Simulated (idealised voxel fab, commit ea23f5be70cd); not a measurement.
This section sets out a process module, namely voxel wiring stack.
Xsec cut, 215 nm wide, square cell size 5 nm.
A cross-section in this document is a grid of square cells, and it is written down as bands, the top band listed before the ones below it; a band is made up of one or more rows of cells.
What a band's entry tells you: where the top is and where the bottom is, as heights in nm, and after that what lies inside, material by material from left to right, each with its width in nm. Empty space is written as the word "air", and a single material marked with the word "throughout" occupies the band from edge to edge.
Height datum 0, below which the as-received substrate wafer is one material. Lowest band open at the bottom, running downward: "0 nm and below".
Quick explanation for "30..40": the width changes in equal steps down the rows of cells, from the first number in the band's top row to the second number in its bottom row.
You'll sometimes find "identical to before" written for a step, and that's the way of saying that nowhere in the cross-section did a cell change during that step.
"Voids, enclosed" - sealed voids, min. 8 cells, no opening to top; format: width x height at distance (distance from left edge; nm throughout).
Past the settings on a step's line: simulator remark, on that step.
overlay nm: how far to the right of its planned place the mask lay on this masked step (negative: to the left).
## Process steps - plan
1. RECEIVE (material Si)
2. CONFORMAL_DEP (material SiO2; thk nm 15)
3. CONFORMAL_DEP (material SiCN; thk nm 5)
4. DIRECTIONAL_DEP (material SiO2; thk nm 25)
5. PATTERN (tone open; mask id METAL_1; material resist; width nm 20; pitch nm 45; thk nm 15; overlay nm 0)
6. DIRECTIONAL_ETCH (etch materials SiO2; depth nm 25)
7. DIRECTIONAL_ETCH (etch materials SiCN; depth nm 5)
8. STRIP (etch materials resist)
9. CONFORMAL_DEP (material TiN; thk nm 5)
10. FILL_DEP (material W; thk nm 10)
11. CMP (height nm 45)
12. CONFORMAL_DEP (material SiCN; thk nm 5)
13. DIRECTIONAL_DEP (material lowk; thk nm 10)
14. PATTERN (tone open; mask id PLUG_1; material resist; width nm 15; pitch nm 90; thk nm 20; overlay nm 0)
15. DIRECTIONAL_ETCH (etch materials lowk; depth nm 10)
16. DIRECTIONAL_ETCH (etch materials SiCN; depth nm 5)
17. STRIP (etch materials resist)
18. CONFORMAL_DEP (material TiN; thk nm 5)
19. FILL_DEP (material Cu; thk nm 5)
20. CMP (height nm 60)
21. CONFORMAL_DEP (material SiCN; thk nm 5)
22. DIRECTIONAL_DEP (material lowk; thk nm 20)
23. DIRECTIONAL_DEP (material aC; thk nm 15)
24. PATTERN (tone open; mask id METAL_2; material resist; width nm 20; pitch nm 45; thk nm 30; overlay nm 0)
25. DIRECTIONAL_ETCH (etch materials aC; depth nm 15)
26. STRIP (etch materials resist)
27. DIRECTIONAL_ETCH (etch materials lowk; depth nm 20)
28. DIRECTIONAL_ETCH (etch materials SiCN; depth nm 5)
29. STRIP (etch materials aC)
30. CONFORMAL_DEP (material TiN; thk nm 5)
31. FILL_DEP (material Ru; thk nm 10)
32. CMP (height nm 85)
33. CONFORMAL_DEP (material SiCN; thk nm 5)
34. DIRECTIONAL_DEP (material SiO2; thk nm 30)
35. PATTERN (tone open; mask id METAL_3; material resist; width nm 20; pitch nm 45; thk nm 20; overlay nm 0)
36. DIRECTIONAL_ETCH (etch materials SiO2; depth nm 20)
37. STRIP (etch materials resist)
38. MASKED_ETCH (tone open; mask id METAL_3_HOLES; width nm 15; pitch nm 90; etch materials SiO2; depth nm 10; overlay nm 0)
39. MASKED_ETCH (tone open; mask id METAL_3_HOLES; width nm 15; pitch nm 90; etch materials SiCN; depth nm 5; overlay nm 0)
40. CONFORMAL_DEP (material TiN; thk nm 5)
41. FILL_DEP (material Cu; thk nm 5)
42. CMP (height nm 120)
43. CONFORMAL_DEP (material SiCN; thk nm 5)
## So this is the incoming wafer in cross-section - it's already been through step 1
  0 nm and below = Si throughout
  Voids, enclosed: none
## Cross-sectional view of the first of the two wafers upon completion of the module, processed in accordance with the plan
  125 nm to 120 nm = SiCN throughout
  120 nm to 105 nm = SiO2 (50) / TiN (5) / Cu (10) / TiN (5) / SiO2 (25) / TiN (5) / Cu (10) / TiN (5) / SiO2 (25) / TiN (5) / Cu (10) / TiN (5) / SiO2 (55)
  105 nm to 100 nm = SiO2 (50) / TiN (5) / Cu (5) / TiN (10) / SiO2 (25) / TiN (20) / SiO2 (25) / TiN (5) / Cu (5) / TiN (10) / SiO2 (55)
  100 nm to 90 nm = SiO2 (50) / TiN (5) / Cu (5) / TiN (5) / SiO2 (75) / TiN (5) / Cu (5) / TiN (5) / SiO2 (60)
  90 nm to 85 nm = SiCN (50) / TiN (15) / SiCN (75) / TiN (15) / SiCN (60)
  85 nm to 65 nm = lowk (50) / TiN (5) / Ru (10) / TiN (5) / lowk (25) / TiN (5) / Ru (10) / TiN (5) / lowk (25) / TiN (5) / Ru (10) / TiN (5) / lowk (55)
  65 nm to 60 nm = SiCN (50) / TiN (20) / SiCN (25) / TiN (20) / SiCN (25) / TiN (20) / SiCN (55)
  60 nm to 50 nm = lowk (50) / TiN (5) / Cu (5) / TiN (5) / lowk (75) / TiN (5) / Cu (5) / TiN (5) / lowk (60)
  50 nm to 45 nm = SiCN (50) / TiN (15) / SiCN (75) / TiN (15) / SiCN (60)
  45 nm to 20 nm = SiO2 (50) / TiN (5) / W (10) / TiN (5) / SiO2 (25) / TiN (5) / W (10) / TiN (5) / SiO2 (25) / TiN (5) / W (10) / TiN (5) / SiO2 (55)
  20 nm to 15 nm = SiCN (50) / TiN (20) / SiCN (25) / TiN (20) / SiCN (25) / TiN (20) / SiCN (55)
  15 nm to 0 nm = SiO2 throughout
  0 nm and below = Si throughout
  Voids, enclosed: none
## Wafer two (of two), end-of-module cross-section: start = wafer one, plan = wafer one, one run mistake
  125 nm to 120 nm = SiCN throughout
  120 nm to 105 nm = SiO2 (50) / TiN (5) / Cu (10) / TiN (5) / SiO2 (25) / TiN (5) / Cu (10) / TiN (5) / SiO2 (25) / TiN (5) / Cu (10) / TiN (5) / SiO2 (55)
  105 nm to 100 nm = SiO2 (50) / TiN (5) / Cu (5) / TiN (10) / SiO2 (25) / TiN (20) / SiO2 (25) / TiN (5) / Cu (5) / TiN (10) / SiO2 (55)
  100 nm to 90 nm = SiO2 (50) / TiN (5) / Cu (5) / TiN (5) / SiO2 (75) / TiN (5) / Cu (5) / TiN (5) / SiO2 (60)
  90 nm to 85 nm = SiCN (50) / TiN (15) / SiCN (75) / TiN (15) / SiCN (60)
  85 nm to 65 nm = lowk (50) / TiN (5) / Ru (10) / TiN (5) / lowk (25) / TiN (5) / Ru (10) / TiN (5) / lowk (25) / TiN (5) / Ru (10) / TiN (5) / lowk (55)
  65 nm to 60 nm = SiCN (50) / TiN (20) / SiCN (25) / TiN (20) / SiCN (25) / TiN (20) / SiCN (55)
  60 nm to 50 nm = lowk (50) / TiN (5) / Cu (5) / TiN (5) / lowk (75) / TiN (5) / Cu (5) / TiN (5) / lowk (60)
  50 nm to 45 nm = SiCN (50) / TiN (15) / SiCN (75) / TiN (15) / SiCN (60)
  45 nm to 20 nm = SiO2 (50) / TiN (5) / aC (10) / TiN (5) / SiO2 (25) / TiN (5) / aC (10) / TiN (5) / SiO2 (25) / TiN (5) / aC (10) / TiN (5) / SiO2 (55)
  20 nm to 15 nm = SiCN (50) / TiN (20) / SiCN (25) / TiN (20) / SiCN (25) / TiN (20) / SiCN (55)
  15 nm to 0 nm = SiO2 throughout
  0 nm and below = Si throughout
  Voids, enclosed: none
So what did we get wrong on this run? step 10 ran with different settings than intended, the actual operation and settings being FILL_DEP (material aC; thk nm 10)
Cell-count delta at end, second wafer over first, by material: 30 fewer of W | 30 more of aC
